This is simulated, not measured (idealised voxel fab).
Presented below is a process module, voxel self aligned contacts.
Displayed cross-section: cut, width of 250 nm, square cells sized 5 nm.
Format of a cross-section: grid, square cells. Given as bands. Order: top down. Band: one or more rows of cells.
Top height, bottom height, nm. Materials left to right, width each, nm. Single material + "edge to edge" = fills band edge to edge. "empty" = empty.
The level at which height equals 0 is the one under which the wafer, as it arrives, is entirely one material. No lower edge exists for the bottom band, which continues downward and is notated as in "0 and below".
Width spec "30..40" -> top row of cells at first value, bottom row at second value, equal per-row change in between.
"no alteration" after a step means that no cell of the cross-section changed.
The entry "Closed void entries" lists the empty spaces that cover at least 8 cells and have no open path to the top. Each is written as width x height at distance, where the distance is measured from the left edge and all three values are in nm.
Heads up: the bit after the settings on a step's line is the simulator's remark on that step.
Regarding "overlay nm": on a step with a mask, it is the distance the mask lay to the right of its planned place; a negative value places it to the left.
[Steps in the process plan]
1) RECEIVE,material Si
2) CONFORMAL_DEP,material SiO2,thk nm 5
3) DIRECTIONAL_DEP,material polySi,thk nm 25
4) DIRECTIONAL_DEP,material SiN,thk nm 20
5) DIRECTIONAL_DEP,material aC,thk nm 10
6) PATTERN,tone cover,mask id GATE,material resist,width nm 25,pitch nm 70,thk nm 30,overlay nm 0
7) DIRECTIONAL_ETCH,etch materials aC,depth nm 10
8) STRIP,etch materials resist
9) DIRECTIONAL_ETCH,etch materials SiN,depth nm 20
10) DIRECTIONAL_ETCH,etch materials polySi,depth nm 25
11) STRIP,etch materials aC
12) CONFORMAL_DEP,material SiN,thk nm 5
13) DIRECTIONAL_ETCH,etch materials SiN,depth nm 5
14) FILL_DEP,material SiO2,thk nm 15
15) CMP,height nm 60
16) DIRECTIONAL_DEP,material aC,thk nm 10
17) PATTERN,tone open,mask id CONTACT,material resist,width nm 55,pitch nm 70,thk nm 25,overlay nm 0
18) DIRECTIONAL_ETCH,etch materials aC,depth nm 10
19) STRIP,etch materials resist
20) DIRECTIONAL_ETCH,etch materials SiO2,depth nm 60
21) STRIP,etch materials aC
22) CONFORMAL_DEP,material TiN,thk nm 5
23) FILL_DEP,material Ru,thk nm 10
24) CMP,height nm 60
25) CONFORMAL_DEP,material SiN,thk nm 5
The width nm used in step 6 is not the same on every wafer, whereas the starting condition is; the value printed in the plan is the first wafer's.
[Received wafers, first of several: cross-section after step 1]
  0 and below: Si edge to edge
  Closed void entries: none
[Cross-section of the first of several wafers, taken after step 25, where the module ends]
  65 down to 60: SiN edge to edge
  60 down to 50: SiO2: 60 | TiN: 5..15 | Ru: 45..25 | TiN: 5..15 | SiO2: 15 | TiN: 5..15 | Ru: 45..25 | TiN: 5..15 | SiO2: 65
  50 down to 30: SiO2: 35 | SiN: 35 | TiN: 5 | Ru: 25 | TiN: 5 | SiN: 35 | TiN: 5 | Ru: 25 | TiN: 5 | SiN: 35 | SiO2: 40
  30 down to 5: SiO2: 35 | SiN: 5 | polySi: 25 | SiN: 5 | TiN: 5 | Ru: 25 | TiN: 5 | SiN: 5 | polySi: 25 | SiN: 5 | TiN: 5 | Ru: 25 | TiN: 5 | SiN: 5 | polySi: 25 | SiN: 5 | SiO2: 40
  5 down to 0: SiO2: 70 | TiN: 35 | SiO2: 35 | TiN: 35 | SiO2: 75
  0 and below: Si edge to edge
  Closed void entries: none
[Cross-sectional depiction of the last of several wafers upon completion of the module]
  65 down to 60: SiN edge to edge
  60 down to 55: SiO2: 60 | TiN: 5 | Ru: 45 | TiN: 5 | SiO2: 15 | TiN: 5 | Ru: 45 | TiN: 5 | SiO2: 65
  55 down to 50: SiO2: 60 | TiN: 55 | SiO2: 15 | TiN: 55 | SiO2: 65
  50 down to 30: SiO2: 25 | SiN: 60 | TiN: 10 | SiN: 60 | TiN: 10 | SiN: 60 | SiO2: 25
  30 down to 5: SiO2: 25 | SiN: 5 | polySi: 50 | SiN: 5 | TiN: 10 | SiN: 5 | polySi: 50 | SiN: 5 | TiN: 10 | SiN: 5 | polySi: 50 | SiN: 5 | SiO2: 25
  5 down to 0: SiO2: 85 | TiN: 10 | SiO2: 60 | TiN: 10 | SiO2: 85
  0 and below: Si edge to edge
  Closed void entries: none
[Row per wafer, end-of-module: cell gain (+)/loss (-) by material since the wafer came in, then closed voids]
width nm 25, +118 Ru, +164 SiN, +227 SiO2, +66 TiN, +75 polySi, Closed void entries: none
width nm 30, +98 Ru, +176 SiN, +220 SiO2, +66 TiN, +90 polySi, Closed void entries: none
width nm 35, +78 Ru, +188 SiN, +213 SiO2, +66 TiN, +105 polySi, Closed void entries: none
width nm 40, +58 Ru, +200 SiN, +206 SiO2, +66 TiN, +120 polySi, Closed void entries: none
width nm 45, +38 Ru, +212 SiN, +199 SiO2, +66 TiN, +135 polySi, Closed void entries: none
width nm 50, +18 Ru, +224 SiN, +192 SiO2, +66 TiN, +150 polySi, Closed void entries: none
